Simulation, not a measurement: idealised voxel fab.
process module | voxel self aligned vias
cross-section cut | 225 nm wide | cells 5 nm
A cross-section is a grid of square cells, given in bands from the top down. A band is one or more rows of cells.
Each band's line starts with the height of the band's top and of its bottom, in nm. Then come its materials from left to right, each with its width in nm. One material with "throughout" fills the band from edge to edge. "air" is empty space.
Height 0 is the level under which the wafer as received is all one material. The lowest band goes on downwards, as in "0 down".
A width such as "30 to 40" changes by the same amount from each row of cells to the next, from the band's top row to its bottom row.
"no change" after a step means that no cell of the cross-section changed.
closed voids: empty space of 8 cells or more with no open way to the top, each as width x height at its distance from the left edge, in nm
after a step's settings: what the simulator itself notes on the step
overlay nm, on a step with a mask: how far to the right of its planned place the mask lay; to the left if negative
plan
1 op RECEIVE | material Si
2 op CONFORMAL_DEP | material SiO2 | thk nm 15
3 op CONFORMAL_DEP | material SiCN | thk nm 5
4 op DIRECTIONAL_DEP | material SiO2 | thk nm 25
5 op DIRECTIONAL_DEP | material aC | thk nm 10
6 op PATTERN | tone open | mask id LINES | material resist | width nm 30 | pitch nm 55 | thk nm 25 | overlay nm 0
7 op DIRECTIONAL_ETCH | etch materials aC | depth nm 10
8 op STRIP | etch materials resist
9 op DIRECTIONAL_ETCH | etch materials SiO2 | depth nm 25
10 op STRIP | etch materials aC
11 op CONFORMAL_DEP | material TiN | thk nm 5
12 op FILL_DEP | material Ru | thk nm 10
13 op CMP | height nm 45
14 op SELECTIVE_ETCH | etch materials W Ru TiN | depth nm 10
15 op FILL_DEP | material SiN | thk nm 10
16 op CMP | height nm 45
17 op DIRECTIONAL_DEP | material SiO2 | thk nm 15
18 op DIRECTIONAL_DEP | material aC | thk nm 15
19 op PATTERN | tone open | mask id VIAS | material resist | width nm 40 | thk nm 35 | overlay nm 0
20 op DIRECTIONAL_ETCH | etch materials aC | depth nm 15
21 op STRIP | etch materials resist
22 op DIRECTIONAL_ETCH | etch materials SiO2 | depth nm 15
23 op DIRECTIONAL_ETCH | etch materials SiN | depth nm 10
24 op STRIP | etch materials aC
25 op CONFORMAL_DEP | material TiN | thk nm 5
26 op FILL_DEP | material Ru | thk nm 10
27 op CMP | height nm 60
28 op CONFORMAL_DEP | material SiN | thk nm 5
as received, after step 1
  0 down: Si throughout
  closed voids: none
first wafer at the end, as planned
  65 to 60: SiN throughout
  60 to 50: SiO2 65 | TiN 5 | Ru 30 | TiN 5 | SiO2 120
  50 to 45: SiO2 65 | TiN 10 | Ru 20 | TiN 10 | SiO2 120
  45 to 40: SiO2 70 | TiN 5 | Ru 20 | TiN 5 | SiO2 25 | SiN 30 | SiO2 70
  40 to 35: SiO2 70 | TiN 30 | SiO2 25 | SiN 30 | SiO2 70
  35 to 25: SiO2 70 | TiN 5 | Ru 20 | TiN 5 | SiO2 25 | TiN 5 | Ru 20 | TiN 5 | SiO2 70
  25 to 20: SiO2 70 | TiN 30 | SiO2 25 | TiN 30 | SiO2 70
  20 to 15: SiCN throughout
  15 to 0: SiO2 throughout
  0 down: Si throughout
  closed voids: none
second wafer at the end: like start, like plan, one mistake
  65 to 60: SiN throughout
  60 to 50: SiO2 65 | TiN 5 | Ru 30 | TiN 5 | SiO2 120
  50 to 45: SiO2 65 | TiN 5 | Ru 15 | TiN 20 | SiO2 120
  45 to 40: SiO2 60 | SiN 5 | TiN 5 | Ru 15 | TiN 5 | SiO2 25 | SiN 30 | SiO2 80
  40 to 35: SiO2 60 | SiN 5 | TiN 25 | SiO2 25 | SiN 30 | SiO2 80
  35 to 25: SiO2 60 | TiN 5 | Ru 20 | TiN 5 | SiO2 25 | TiN 5 | Ru 20 | TiN 5 | SiO2 80
  25 to 20: SiO2 60 | TiN 30 | SiO2 25 | TiN 30 | SiO2 80
  20 to 15: SiCN throughout
  15 to 0: SiO2 throughout
  0 down: Si throughout
  closed voids: none
what went wrong: step 6 ran as: op PATTERN | tone open | mask id LINES | material resist | width nm 30 | pitch nm 55 | thk nm 25 | overlay nm -10
at the end the second wafer has, in cells: 2 fewer of Ru | 2 more of SiN
